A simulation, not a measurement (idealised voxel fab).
process module | voxel ribs on slabs
cross-section cut | 145 nm wide | cells 5 nm
A cross-section is a grid of square cells, given in bands from the top down. A band is one or more rows of cells.
Each band's line starts with the height of the band's top and of its bottom, in nm. Then come its materials from left to right, each with its width in nm. One material with "throughout" fills the band from edge to edge. "air" is empty space.
Height 0 is the level under which the wafer as received is all one material. The lowest band goes on downwards, as in "0 down".
A width such as "30 to 40" changes by the same amount from each row of cells to the next, from the band's top row to its bottom row.
"no change" after a step means that no cell of the cross-section changed.
closed voids: empty space of 8 cells or more with no open way to the top, each as width x height at its distance from the left edge, in nm
after a step's settings: what the simulator itself notes on the step
overlay nm, on a step with a mask: how far to the right of its planned place the mask lay; to the left if negative
plan
1 op RECEIVE | material Si
2 op DIRECTIONAL_DEP | material SiO2 | thk nm 25
3 op DIRECTIONAL_DEP | material polySi | thk nm 25
4 op PATTERN | tone cover | mask id RIB | material resist | width nm 20 | thk nm 15 | overlay nm 0
5 op DIRECTIONAL_ETCH | etch materials polySi | depth nm 15
6 op STRIP | etch materials resist
7 op MASKED_ETCH | tone cover | mask id SLAB | width nm 80 | etch materials polySi | depth nm 10 | overlay nm 0
8 op FILL_DEP | material SiO2 | thk nm 15
9 op CMP | height nm 60
10 op DIRECTIONAL_DEP | material TiN | thk nm 5
11 op PATTERN | tone cover | mask id HEATER | material resist | width nm 30 | thk nm 20 | overlay nm 0
12 op DIRECTIONAL_ETCH | etch materials TiN | depth nm 5
13 op STRIP | etch materials resist
14 op CONFORMAL_DEP | material SiN | thk nm 5
as received, after step 1
  0 down: Si throughout
  closed voids: none
a wafer at the end: this start, this plan, one mistake
  70 to 65: air 50 | SiN 40 | air 55
  65 to 60: SiN 55 | TiN 30 | SiN 60
  60 to 50: SiO2 throughout
  50 to 35: SiO2 60 | polySi 20 | SiO2 65
  35 to 30: SiO2 30 | polySi 80 | SiO2 35
  30 to 25: polySi throughout
  25 to 0: SiO2 throughout
  0 down: Si throughout
  closed voids: none
what went wrong: step 7 ran as: op MASKED_ETCH | tone cover | mask id SLAB | width nm 80 | etch materials polySi | depth nm 5 | overlay nm 0
